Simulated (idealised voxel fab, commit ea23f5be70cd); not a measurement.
A process module follows: voxel self aligned contacts.
Section shown: cut. Width: 270 nm. Cell size: 5 nm, square.
Cross-sections here: square-cell grids, written as top-down lists of bands, a band being one or more rows of cells. Heads up on the band format: heights come first, top then bottom, in nm. After that it's the materials left to right, each with its width in nm. A single material flagged "throughout" fills the whole band edge to edge, and "empty" means there's empty space there. Height 0 is the level under which the wafer as received is all one material. The lowest band goes on downwards, as in "0..down". So if you see something like "30 to 40" for the width, read it as the top row of the band sitting at the first number and the bottom row at the second, with every row in between moving by the same amount as the last. "nothing changed", as given for a step, is the statement that not any cell of the cross-section underwent a change during that step. In "Closed internal cavities" the enclosed voids are listed, meaning empty spaces of 8 cells or larger without any opening to the top. The form is width x height at distance, distance from the left edge, units nm. On each step's line, the part that comes after the settings is the simulator's own comment on the step. overlay nm: how far to the right of its planned place the mask lay on this masked step (negative: to the left). Reading key. Pairs: pre-step and post-step cross-section, one process step apart; post-step view only to lowest changed band. Step between + settings: beneath pair. Runs: pairs may be from different runs of this module, same starting wafer. Continuation from pair above: only where "Incoming profile" entry says.

## Incoming profile
	60..50 | SiO2 100, empty 65, SiO2 105
	50..25 | SiO2 65, SiN 60, empty 20, SiN 60, SiO2 65
	25..0 | SiO2 65, SiN 10, polySi 40, SiN 10, empty 20, SiN 10, polySi 40, SiN 10, SiO2 65
	0..-5 | SiO2 125, empty 20, SiO2 125
	-5..down | Si throughout
	Closed internal cavities: none

## Result of Step
	65..60 | TiN 105, empty 55, TiN 110
	60..50 | SiO2 100, TiN 5 to 30, empty 55 to 10, TiN 5 to 25, SiO2 105
	50..25 | SiO2 65, SiN 60, TiN 5, empty 10, TiN 5, SiN 60, SiO2 65
	25..0 | SiO2 65, SiN 10, polySi 40, SiN 10, TiN 5, empty 10, TiN 5, SiN 10, polySi 40, SiN 10, SiO2 65
	0..-5 | SiO2 125, TiN 20, SiO2 125
	Rest of section, below -5: as before.
	Closed internal cavities: none
Between before and after, shown above: CONFORMAL_DEP,material TiN,thk nm 5

Incoming profile: the pre-step structure is the one depicted after the step in the pair just above.

## Result of Step
	75..65 | Ru throughout
	65..60 | TiN 105, Ru 55, TiN 110
	60..50 | SiO2 100, TiN 5 to 30, Ru 55 to 10, TiN 5 to 25, SiO2 105
	50..25 | SiO2 65, SiN 60, TiN 5, Ru 10, TiN 5, SiN 60, SiO2 65
	25..0 | SiO2 65, SiN 10, polySi 40, SiN 10, TiN 5, Ru 10, TiN 5, SiN 10, polySi 40, SiN 10, SiO2 65
	Rest of section, below 0: as before.
	Closed internal cavities: none
Between before and after, shown above: FILL_DEP,material Ru,thk nm 10

Incoming profile: the pre-step structure is the one depicted after the step in the pair just above.

## Result of Step
	60..50 | SiO2 100, TiN 5 to 30, Ru 55 to 10, TiN 5 to 25, SiO2 105
	Rest of section, below 50: as before.
	Closed internal cavities: none
Between before and after, shown above: CMP,height nm 60

Incoming profile: the pre-step structure is the one depicted after the step in the pair just above.

## Result of Step
	65..60 | SiN throughout
	Rest of section, below 60: as before.
	Closed internal cavities: none
Between before and after, shown above: CONFORMAL_DEP,material SiN,thk nm 5

## Incoming profile
	70..60 | aC throughout
	60..50 | SiO2 throughout
	50..25 | SiO2 65, SiN 55, SiO2 25, SiN 55, SiO2 70
	25..0 | SiO2 65, SiN 10, polySi 35, SiN 10, SiO2 25, SiN 10, polySi 35, SiN 10, SiO2 70
	0..-5 | SiO2 throughout
	-5..down | Si throughout
	Closed internal cavities: none

## Result of Step
	95..70 | resist 90, empty 65, resist 115
	Rest of section, below 70: as before.
	Closed internal cavities: none
Between before and after, shown above: PATTERN,tone open,mask id CONTACT,material resist,width nm 65,thk nm 25,overlay nm -10

Incoming profile: the pre-step structure is the one depicted after the step in the pair just above.

## Result of Step
	85..70 | resist 90, empty 65, resist 115
	70..60 | aC 90, empty 65, aC 115
	Rest of section, below 60: as before.
	Closed internal cavities: none
Between before and after, shown above: DIRECTIONAL_ETCH,etch materials aC,depth nm 10

Incoming profile: the pre-step structure is the one depicted after the step in the pair just above.

## Result of Step
	70..60 | aC 90, empty 65, aC 115
	Rest of section, below 60: as before.
	Closed internal cavities: none
Between before and after, shown above: STRIP,etch materials resist

Incoming profile: the pre-step structure is the one depicted after the step in the pair just above.

## Result of Step
	70..60 | aC 90, empty 65, aC 115
	60..50 | SiO2 90, empty 65, SiO2 115
	50..25 | SiO2 65, SiN 55, empty 25, SiN 55, SiO2 70
	25..0 | SiO2 65, SiN 10, polySi 35, SiN 10, empty 25, SiN 10, polySi 35, SiN 10, SiO2 70
	0..-5 | SiO2 120, empty 25, SiO2 125
	Rest of section, below -5: as before.
	Closed internal cavities: none
Between before and after, shown above: DIRECTIONAL_ETCH,etch materials SiO2,depth nm 65

Incoming profile: the pre-step structure is the one depicted after the step in the pair just above.

## Result of Step
	60..50 | SiO2 90, empty 65, SiO2 115
	Rest of section, below 50: as before.
	Closed internal cavities: none
Between before and after, shown above: STRIP,etch materials aC

Incoming profile: the pre-step structure is the one depicted after the step in the pair just above.

## Result of Step
	65..60 | TiN 95, empty 55, TiN 120
	60..50 | SiO2 90, TiN 5 to 35, empty 55 to 15, TiN 5 to 15, SiO2 115
	50..25 | SiO2 65, SiN 55, TiN 5, empty 15, TiN 5, SiN 55, SiO2 70
	25..0 | SiO2 65, SiN 10, polySi 35, SiN 10, TiN 5, empty 15, TiN 5, SiN 10, polySi 35, SiN 10, SiO2 70
	0..-5 | SiO2 120, TiN 25, SiO2 125
	Rest of section, below -5: as before.
	Closed internal cavities: none
Between before and after, shown above: CONFORMAL_DEP,material TiN,thk nm 5

Incoming profile: the pre-step structure is the one depicted after the step in the pair just above.

## Result of Step
	75..65 | Ru throughout
	65..60 | TiN 95, Ru 55, TiN 120
	60..50 | SiO2 90, TiN 5 to 35, Ru 55 to 15, TiN 5 to 15, SiO2 115
	50..25 | SiO2 65, SiN 55, TiN 5, Ru 15, TiN 5, SiN 55, SiO2 70
	25..0 | SiO2 65, SiN 10, polySi 35, SiN 10, TiN 5, Ru 15, TiN 5, SiN 10, polySi 35, SiN 10, SiO2 70
	Rest of section, below 0: as before.
	Closed internal cavities: none
Between before and after, shown above: FILL_DEP,material Ru,thk nm 10

Incoming profile: the pre-step structure is the one depicted after the step in the pair just above.

## Result of Step
	60..50 | SiO2 90, TiN 5 to 35, Ru 55 to 15, TiN 5 to 15, SiO2 115
	Rest of section, below 50: as before.
	Closed internal cavities: none
Between before and after, shown above: CMP,height nm 60

Incoming profile: the pre-step structure is the one depicted after the step in the pair just above.

## Result of Step
	65..60 | SiN throughout
	Rest of section, below 60: as before.
	Closed internal cavities: none
Between before and after, shown above: CONFORMAL_DEP,material SiN,thk nm 5

## Incoming profile
	60..50 | SiO2 100, TiN 5 to 25, Ru 55 to 15, TiN 5 to 25, SiO2 105
	50..25 | SiO2 65, SiN 55, TiN 5, Ru 15, TiN 5, SiN 55, SiO2 70
	25..0 | SiO2 65, SiN 10, polySi 35, SiN 10, TiN 5, Ru 15, TiN 5, SiN 10, polySi 35, SiN 10, SiO2 70
	0..-5 | SiO2 120, TiN 25, SiO2 125
	-5..down | Si throughout
	Closed internal cavities: none

## Result of Step
	65..60 | Ru throughout
	Rest of section, below 60: as before.
	Closed internal cavities: none
Between before and after, shown above: CONFORMAL_DEP,material Ru,thk nm 5

## Incoming profile
	70..60 | aC throughout
	60..50 | SiO2 throughout
	50..25 | SiO2 65, SiN 55, SiO2 25, SiN 55, SiO2 70
	25..0 | SiO2 65, SiN 10, polySi 35, SiN 10, SiO2 25, SiN 10, polySi 35, SiN 10, SiO2 70
	0..-5 | SiO2 throughout
	-5..down | Si throughout
	Closed internal cavities: none

## Result of Step
	95..70 | empty 100, resist 65, empty 105
	Rest of section, below 70: as before.
	Closed internal cavities: none
Between before and after, shown above: PATTERN,tone cover,mask id CONTACT,material resist,width nm 65,thk nm 25,overlay nm 0

Incoming profile: the pre-step structure is the one depicted after the step in the pair just above.

## Result of Step
	85..70 | empty 100, resist 65, empty 105
	70..60 | empty 100, aC 65, empty 105
	Rest of section, below 60: as before.
	Closed internal cavities: none
Between before and after, shown above: DIRECTIONAL_ETCH,etch materials aC,depth nm 10

Incoming profile: the pre-step structure is the one depicted after the step in the pair just above.

## Result of Step
	70..60 | empty 100, aC 65, empty 105
	Rest of section, below 60: as before.
	Closed internal cavities: none
Between before and after, shown above: STRIP,etch materials resist

Incoming profile: the pre-step structure is the one depicted after the step in the pair just above.

## Result of Step
	70..60 | empty 100, aC 65, empty 105
	60..50 | empty 100, SiO2 65, empty 105
	50..25 | empty 65, SiN 55, SiO2 25, SiN 55, empty 70
	25..0 | empty 65, SiN 10, polySi 35, SiN 10, SiO2 25, SiN 10, polySi 35, SiN 10, empty 70
	0..-5 | empty 65, SiO2 135, empty 70
	Rest of section, below -5: as before.
	Closed internal cavities: none
Between before and after, shown above: DIRECTIONAL_ETCH,etch materials SiO2,depth nm 65

Incoming profile: the pre-step structure is the one depicted after the step in the pair just above.

## Result of Step
	60..50 | empty 100, SiO2 65, empty 105
	Rest of section, below 50: as before.
	Closed internal cavities: none
Between before and after, shown above: STRIP,etch materials aC

Incoming profile: the pre-step structure is the one depicted after the step in the pair just above.

## Result of Step
	65..60 | empty 95, TiN 75, empty 100
	60..50 | empty 95 to 60, TiN 5 to 40, SiO2 65, TiN 5 to 40, empty 100 to 65
	50..25 | empty 60, TiN 5, SiN 55, SiO2 25, SiN 55, TiN 5, empty 65
	25..0 | empty 60, TiN 5, SiN 10, polySi 35, SiN 10, SiO2 25, SiN 10, polySi 35, SiN 10, TiN 5, empty 65
	0..-5 | TiN 65, SiO2 135, TiN 70
	Rest of section, below -5: as before.
	Closed internal cavities: none
Between before and after, shown above: CONFORMAL_DEP,material TiN,thk nm 5

Incoming profile: the pre-step structure is the one depicted after the step in the pair just above.

## Result of Step
	75..65 | Ru throughout
	65..60 | Ru 95, TiN 75, Ru 100
	60..50 | Ru 95 to 60, TiN 5 to 40, SiO2 65, TiN 5 to 40, Ru 100 to 65
	50..25 | Ru 60, TiN 5, SiN 55, SiO2 25, SiN 55, TiN 5, Ru 65
	25..0 | Ru 60, TiN 5, SiN 10, polySi 35, SiN 10, SiO2 25, SiN 10, polySi 35, SiN 10, TiN 5, Ru 65
	Rest of section, below 0: as before.
	Closed internal cavities: none
Between before and after, shown above: FILL_DEP,material Ru,thk nm 10

Incoming profile: the pre-step structure is the one depicted after the step in the pair just above.

## Result of Step
	60..50 | Ru 95 to 60, TiN 5 to 40, SiO2 65, TiN 5 to 40, Ru 100 to 65
	Rest of section, below 50: as before.
	Closed internal cavities: none
Between before and after, shown above: CMP,height nm 60

Incoming profile: the pre-step structure is the one depicted after the step in the pair just above.

## Result of Step
	65..60 | SiN throughout
	Rest of section, below 60: as before.
	Closed internal cavities: none
Between before and after, shown above: CONFORMAL_DEP,material SiN,thk nm 5
